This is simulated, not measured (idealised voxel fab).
process module | voxel gate over fins
cross-section cut | 250 nm wide | cells 5 nm
A cross-section is a grid of square cells, given in bands from the top down. A band is one or more rows of cells.
Each band's line starts with the height of the band's top and of its bottom, in nm. Then come its materials from left to right, each with its width in nm. One material with "throughout" fills the band from edge to edge. "air" is empty space.
Height 0 is the level under which the wafer as received is all one material. The lowest band goes on downwards, as in "0 down".
A width such as "30 to 40" changes by the same amount from each row of cells to the next, from the band's top row to its bottom row.
"no change" after a step means that no cell of the cross-section changed.
closed voids: empty space of 8 cells or more with no open way to the top, each as width x height at its distance from the left edge, in nm
after a step's settings: what the simulator itself notes on the step
overlay nm, on a step with a mask: how far to the right of its planned place the mask lay; to the left if negative
plan
1 op RECEIVE | material Si
2 op CONFORMAL_DEP | material SiN | thk nm 5
3 op PATTERN | tone cover | mask id FINS | material resist | width nm 15 | pitch nm 50 | thk nm 20 | overlay nm 0
4 op DIRECTIONAL_ETCH | etch materials SiN | depth nm 5
5 op DIRECTIONAL_ETCH | etch materials Si | depth nm 35
6 op STRIP | etch materials resist
7 op OXIDIZE | depth nm 5
8 op FILL_DEP | material SiO2 | thk nm 15
9 op CMP | height nm 5
10 op PATTERN | tone open | mask id RAIL | material resist | width nm 15 | thk nm 20 | overlay nm 0
11 op DIRECTIONAL_ETCH | etch materials SiO2 | depth nm 35
12 op STRIP | etch materials resist
13 op CONFORMAL_DEP | material TiN | thk nm 5
14 op FILL_DEP | material W | thk nm 5
15 op CMP | height nm 5
16 op SELECTIVE_ETCH | etch materials W Ru TiN | depth nm 25
17 op FILL_DEP | material SiO2 | thk nm 5
18 op CMP | height nm 5
19 op SELECTIVE_ETCH | etch materials SiO2 | depth nm 20
20 op STRIP | etch materials SiN
21 op CONFORMAL_DEP | material HfO2 | thk nm 5
22 op CONFORMAL_DEP | material TiN | thk nm 5
23 op FILL_DEP | material W | thk nm 10
24 op CMP | height nm 15
25 op CONFORMAL_DEP | material SiN | thk nm 5
varied across the wafers: width nm of step 10. The plan shows the first wafer's value. All wafers start alike
first wafer as received, after step 1
  0 down: Si throughout
  closed voids: none
each wafer at the end: cells of each material gained (+) or lost (-) since it was received, then its closed voids
width nm 15 | +68 HfO2 | -376 Si | +50 SiN | +229 SiO2 | +73 TiN | +156 W | closed voids: none
width nm 20 | +68 HfO2 | -376 Si | +50 SiN | +227 SiO2 | +74 TiN | +157 W | closed voids: none
width nm 25 | +68 HfO2 | -376 Si | +50 SiN | +225 SiO2 | +75 TiN | +158 W | closed voids: none
width nm 30 | +68 HfO2 | -376 Si | +50 SiN | +223 SiO2 | +76 TiN | +159 W | closed voids: none
